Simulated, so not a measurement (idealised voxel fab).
Process module, titled voxel self aligned vias
This is section cut - it's 190 nm across, gridded in 5 nm square cells.
When this document writes out a cross-section, it uses a grid of square cells and lists it as bands, beginning at the top and moving down, with a band standing for one or more rows of cells.
Band: top and bottom heights (nm) first, top before bottom; then materials from left to right, widths in nm. "throughout" marks a sole material filling the band edge to edge. "air" denotes empty space.
For the purposes of this specification, 0 denotes the height below which the wafer in its as-received condition is composed wholly of one material, and the lowermost band, lacking a lower limit, extends downward without end, as expressed in "from 0 down".
With a width like "30..40", each row of cells in the band differs from the next by the same amount, the top row carrying the first number and the bottom row the second.
It should be understood that the words "remained unchanged", when stated for a given step, signify that the cross-section underwent no change in any of its cells during that step.
What "Sealed cavities" gives you is every empty space of 8 cells or more that is cut off from the top. Each appears as width x height at distance, with the distance taken from the left edge and width, height and distance all in nm.
Read whatever lies past the settings on a step's line as the simulator's own remark about the step.
For masked steps, "overlay nm" on the step line gives how far right of plan the mask actually lay; a minus sign means it lay to the left.

[Steps in the process plan]
step 1: RECEIVE (material Si)
step 2: CONFORMAL_DEP (material SiO2; thk nm 10)
step 3: CONFORMAL_DEP (material SiCN; thk nm 5)
step 4: DIRECTIONAL_DEP (material SiO2; thk nm 25)
step 5: PATTERN (tone open; mask id LINES; material resist; width nm 30; pitch nm 80; thk nm 20; overlay nm 0)
step 6: DIRECTIONAL_ETCH (etch materials SiO2; depth nm 25)
step 7: STRIP (etch materials resist)
step 8: CONFORMAL_DEP (material TiN; thk nm 5)
step 9: FILL_DEP (material Ru; thk nm 10)
step 10: CMP (height nm 40)
step 11: SELECTIVE_ETCH (etch materials W Ru TiN; depth nm 10)
step 12: FILL_DEP (material SiN; thk nm 10)
step 13: CMP (height nm 40)
step 14: DIRECTIONAL_DEP (material SiO2; thk nm 15)
step 15: MASKED_ETCH (tone open; mask id VIAS; width nm 50; pitch nm 80; etch materials SiO2; depth nm 15; overlay nm 0)
step 16: MASKED_ETCH (tone open; mask id VIAS; width nm 50; pitch nm 80; etch materials SiN; depth nm 10; overlay nm 0)
step 17: CONFORMAL_DEP (material TiN; thk nm 5)
step 18: FILL_DEP (material Cu; thk nm 10)
step 19: CMP (height nm 55)
step 20: CONFORMAL_DEP (material SiCN; thk nm 5)

[First out of two wafers; run went to plan]

[As received (post step 1): cross-section]
- from 0 down | Si throughout
- Sealed cavities: none

[Cross-sectional representation of the wafer at the conclusion of step 2]
- from 10 to 0 | SiO2 throughout
- Everything under 0 stays put, no change at all.

[Cross-sectional representation of the wafer at the conclusion of step 3]
- from 15 to 10 | SiCN throughout
- Everything under 10 stays put, no change at all.

[Cross-sectional representation of the wafer at the conclusion of step 4]
- from 40 to 15 | SiO2 throughout
- Everything under 15 stays put, no change at all.

[Cross-sectional representation of the wafer at the conclusion of step 5]
- from 60 to 40 | 40 nm resist / 30 nm air / 50 nm resist / 30 nm air / 40 nm resist
- Everything under 40 stays put, no change at all.

[Cross-sectional representation of the wafer at the conclusion of step 6]
- from 60 to 40 | 40 nm resist / 30 nm air / 50 nm resist / 30 nm air / 40 nm resist
- from 40 to 15 | 40 nm SiO2 / 30 nm air / 50 nm SiO2 / 30 nm air / 40 nm SiO2
- Everything under 15 stays put, no change at all.

[Cross-sectional representation of the wafer at the conclusion of step 7]
- from 40 to 15 | 40 nm SiO2 / 30 nm air / 50 nm SiO2 / 30 nm air / 40 nm SiO2
- Everything under 15 stays put, no change at all.

[Cross-sectional representation of the wafer at the conclusion of step 8]
- from 45 to 40 | 45 nm TiN / 20 nm air / 60 nm TiN / 20 nm air / 45 nm TiN
- from 40 to 20 | 40 nm SiO2 / 5 nm TiN / 20 nm air / 5 nm TiN / 50 nm SiO2 / 5 nm TiN / 20 nm air / 5 nm TiN / 40 nm SiO2
- from 20 to 15 | 40 nm SiO2 / 30 nm TiN / 50 nm SiO2 / 30 nm TiN / 40 nm SiO2
- Everything under 15 stays put, no change at all.

[Cross-sectional representation of the wafer at the conclusion of step 9]
- from 55 to 45 | Ru throughout
- from 45 to 40 | 45 nm TiN / 20 nm Ru / 60 nm TiN / 20 nm Ru / 45 nm TiN
- from 40 to 20 | 40 nm SiO2 / 5 nm TiN / 20 nm Ru / 5 nm TiN / 50 nm SiO2 / 5 nm TiN / 20 nm Ru / 5 nm TiN / 40 nm SiO2
- Everything under 20 stays put, no change at all.

[Cross-sectional representation of the wafer at the conclusion of step 10]
- from 40 to 20 | 40 nm SiO2 / 5 nm TiN / 20 nm Ru / 5 nm TiN / 50 nm SiO2 / 5 nm TiN / 20 nm Ru / 5 nm TiN / 40 nm SiO2
- Everything under 20 stays put, no change at all.

[Cross-sectional representation of the wafer at the conclusion of step 11]
- from 40 to 30 | 40 nm SiO2 / 30 nm air / 50 nm SiO2 / 30 nm air / 40 nm SiO2
- Everything under 30 stays put, no change at all.

[Cross-sectional representation of the wafer at the conclusion of step 12]
- from 50 to 40 | SiN throughout
- from 40 to 30 | 40 nm SiO2 / 30 nm SiN / 50 nm SiO2 / 30 nm SiN / 40 nm SiO2
- Everything under 30 stays put, no change at all.

[Cross-sectional representation of the wafer at the conclusion of step 13]
- from 40 to 30 | 40 nm SiO2 / 30 nm SiN / 50 nm SiO2 / 30 nm SiN / 40 nm SiO2
- Everything under 30 stays put, no change at all.

[Cross-sectional representation of the wafer at the conclusion of step 14]
- from 55 to 40 | SiO2 throughout
- Everything under 40 stays put, no change at all.

[Cross-sectional representation of the wafer at the conclusion of step 15]
- from 55 to 40 | 30 nm SiO2 / 50 nm air / 30 nm SiO2 / 50 nm air / 30 nm SiO2
- Everything under 40 stays put, no change at all.

[Cross-sectional representation of the wafer at the conclusion of step 16]
- from 55 to 40 | 30 nm SiO2 / 50 nm air / 30 nm SiO2 / 50 nm air / 30 nm SiO2
- from 40 to 30 | 40 nm SiO2 / 30 nm air / 50 nm SiO2 / 30 nm air / 40 nm SiO2
- Everything under 30 stays put, no change at all.

[Cross-sectional representation of the wafer at the conclusion of step 17]
- from 60 to 55 | 35 nm TiN / 40 nm air / 40 nm TiN / 40 nm air / 35 nm TiN
- from 55 to 45 | 30 nm SiO2 / 5 nm TiN / 40 nm air / 5 nm TiN / 30 nm SiO2 / 5 nm TiN / 40 nm air / 5 nm TiN / 30 nm SiO2
- from 45 to 35 | 30..40 nm SiO2 / 15..5 nm TiN / 20 nm air / 15..5 nm TiN / 30..50 nm SiO2 / 15..5 nm TiN / 20 nm air / 15..5 nm TiN / 30..40 nm SiO2
- from 35 to 30 | 40 nm SiO2 / 30 nm TiN / 50 nm SiO2 / 30 nm TiN / 40 nm SiO2
- Everything under 30 stays put, no change at all.

[Cross-sectional representation of the wafer at the conclusion of step 18]
- from 70 to 60 | Cu throughout
- from 60 to 55 | 35 nm TiN / 40 nm Cu / 40 nm TiN / 40 nm Cu / 35 nm TiN
- from 55 to 45 | 30 nm SiO2 / 5 nm TiN / 40 nm Cu / 5 nm TiN / 30 nm SiO2 / 5 nm TiN / 40 nm Cu / 5 nm TiN / 30 nm SiO2
- from 45 to 35 | 30..40 nm SiO2 / 15..5 nm TiN / 20 nm Cu / 15..5 nm TiN / 30..50 nm SiO2 / 15..5 nm TiN / 20 nm Cu / 15..5 nm TiN / 30..40 nm SiO2
- Everything under 35 stays put, no change at all.

[Cross-sectional representation of the wafer at the conclusion of step 19]
- from 55 to 45 | 30 nm SiO2 / 5 nm TiN / 40 nm Cu / 5 nm TiN / 30 nm SiO2 / 5 nm TiN / 40 nm Cu / 5 nm TiN / 30 nm SiO2
- Everything under 45 stays put, no change at all.

[Cross-sectional representation of the wafer at the conclusion of step 20]
- from 60 to 55 | SiCN throughout
- Everything under 55 stays put, no change at all.

[Second Wafer (Identical Start and Plan, One Processing Error; Matches First Wafer Through Step 4)]

[Second wafer, cut view, end of step 5 per plan]
- from 60 to 40 | 30 nm resist / 30 nm air / 50 nm resist / 30 nm air / 50 nm resist
- Everything under 40 stays put, no change at all.

[Second wafer, cut view, end of step 6 per plan]
- from 60 to 40 | 30 nm resist / 30 nm air / 50 nm resist / 30 nm air / 50 nm resist
- from 40 to 15 | 30 nm SiO2 / 30 nm air / 50 nm SiO2 / 30 nm air / 50 nm SiO2
- Everything under 15 stays put, no change at all.

[Second wafer, cut view, end of step 7 per plan]
- from 40 to 15 | 30 nm SiO2 / 30 nm air / 50 nm SiO2 / 30 nm air / 50 nm SiO2
- Everything under 15 stays put, no change at all.

[Second wafer, cut view, end of step 8 per plan]
- from 45 to 40 | 35 nm TiN / 20 nm air / 60 nm TiN / 20 nm air / 55 nm TiN
- from 40 to 20 | 30 nm SiO2 / 5 nm TiN / 20 nm air / 5 nm TiN / 50 nm SiO2 / 5 nm TiN / 20 nm air / 5 nm TiN / 50 nm SiO2
- from 20 to 15 | 30 nm SiO2 / 30 nm TiN / 50 nm SiO2 / 30 nm TiN / 50 nm SiO2
- Everything under 15 stays put, no change at all.

[Second wafer, cut view, end of step 9 per plan]
- from 55 to 45 | Ru throughout
- from 45 to 40 | 35 nm TiN / 20 nm Ru / 60 nm TiN / 20 nm Ru / 55 nm TiN
- from 40 to 20 | 30 nm SiO2 / 5 nm TiN / 20 nm Ru / 5 nm TiN / 50 nm SiO2 / 5 nm TiN / 20 nm Ru / 5 nm TiN / 50 nm SiO2
- Everything under 20 stays put, no change at all.

[Second wafer, cut view, end of step 10 per plan]
- from 40 to 20 | 30 nm SiO2 / 5 nm TiN / 20 nm Ru / 5 nm TiN / 50 nm SiO2 / 5 nm TiN / 20 nm Ru / 5 nm TiN / 50 nm SiO2
- Everything under 20 stays put, no change at all.

[Second wafer, cut view, end of step 11 per plan]
- from 40 to 30 | 30 nm SiO2 / 30 nm air / 50 nm SiO2 / 30 nm air / 50 nm SiO2
- Everything under 30 stays put, no change at all.

[Second wafer, cut view, end of step 12 per plan]
- from 50 to 40 | SiN throughout
- from 40 to 30 | 30 nm SiO2 / 30 nm SiN / 50 nm SiO2 / 30 nm SiN / 50 nm SiO2
- Everything under 30 stays put, no change at all.

[Second wafer, cut view, end of step 13 per plan]
- from 40 to 30 | 30 nm SiO2 / 30 nm SiN / 50 nm SiO2 / 30 nm SiN / 50 nm SiO2
- Everything under 30 stays put, no change at all.

[Second wafer, cut view, end of step 14 per plan]
- from 55 to 40 | SiO2 throughout
- Everything under 40 stays put, no change at all.

[Second wafer, cut view, end of step 15 per plan]
- from 55 to 40 | 30 nm SiO2 / 50 nm air / 30 nm SiO2 / 50 nm air / 30 nm SiO2
- Everything under 40 stays put, no change at all.

[Second wafer, cut view, end of step 16 per plan]
- from 55 to 40 | 30 nm SiO2 / 50 nm air / 30 nm SiO2 / 50 nm air / 30 nm SiO2
- from 40 to 30 | 30 nm SiO2 / 30 nm air / 50 nm SiO2 / 30 nm air / 50 nm SiO2
- Everything under 30 stays put, no change at all.

[Second wafer, cut view, end of step 17 per plan]
- from 60 to 55 | 35 nm TiN / 40 nm air / 40 nm TiN / 40 nm air / 35 nm TiN
- from 55 to 45 | 30 nm SiO2 / 5 nm TiN / 40 nm air / 5 nm TiN / 30 nm SiO2 / 5 nm TiN / 40 nm air / 5 nm TiN / 30 nm SiO2
- from 45 to 35 | 30 nm SiO2 / 5 nm TiN / 20 nm air / 25..5 nm TiN / 30..50 nm SiO2 / 5 nm TiN / 20 nm air / 25..5 nm TiN / 30..50 nm SiO2
- from 35 to 30 | 30 nm SiO2 / 30 nm TiN / 50 nm SiO2 / 30 nm TiN / 50 nm SiO2
- Everything under 30 stays put, no change at all.

[Second wafer, cut view, end of step 18 per plan]
- from 70 to 60 | Cu throughout
- from 60 to 55 | 35 nm TiN / 40 nm Cu / 40 nm TiN / 40 nm Cu / 35 nm TiN
- from 55 to 45 | 30 nm SiO2 / 5 nm TiN / 40 nm Cu / 5 nm TiN / 30 nm SiO2 / 5 nm TiN / 40 nm Cu / 5 nm TiN / 30 nm SiO2
- from 45 to 35 | 30 nm SiO2 / 5 nm TiN / 20 nm Cu / 25..5 nm TiN / 30..50 nm SiO2 / 5 nm TiN / 20 nm Cu / 25..5 nm TiN / 30..50 nm SiO2
- Everything under 35 stays put, no change at all.

[Second wafer, cut view, end of step 19 per plan]
- from 55 to 45 | 30 nm SiO2 / 5 nm TiN / 40 nm Cu / 5 nm TiN / 30 nm SiO2 / 5 nm TiN / 40 nm Cu / 5 nm TiN / 30 nm SiO2
- Everything under 45 stays put, no change at all.

[Second wafer, cut view, end of step 20 per plan]
- from 60 to 55 | SiCN throughout
- Everything under 55 stays put, no change at all.
Here's what went sideways: in deviation from the planned setting, step 5 was conducted as PATTERN (tone open; mask id LINES; material resist; width nm 30; pitch nm 80; thk nm 20; overlay nm -10)
So at the finish, the second wafer's got exactly as many cells of each material as the first, just not in the same spots.
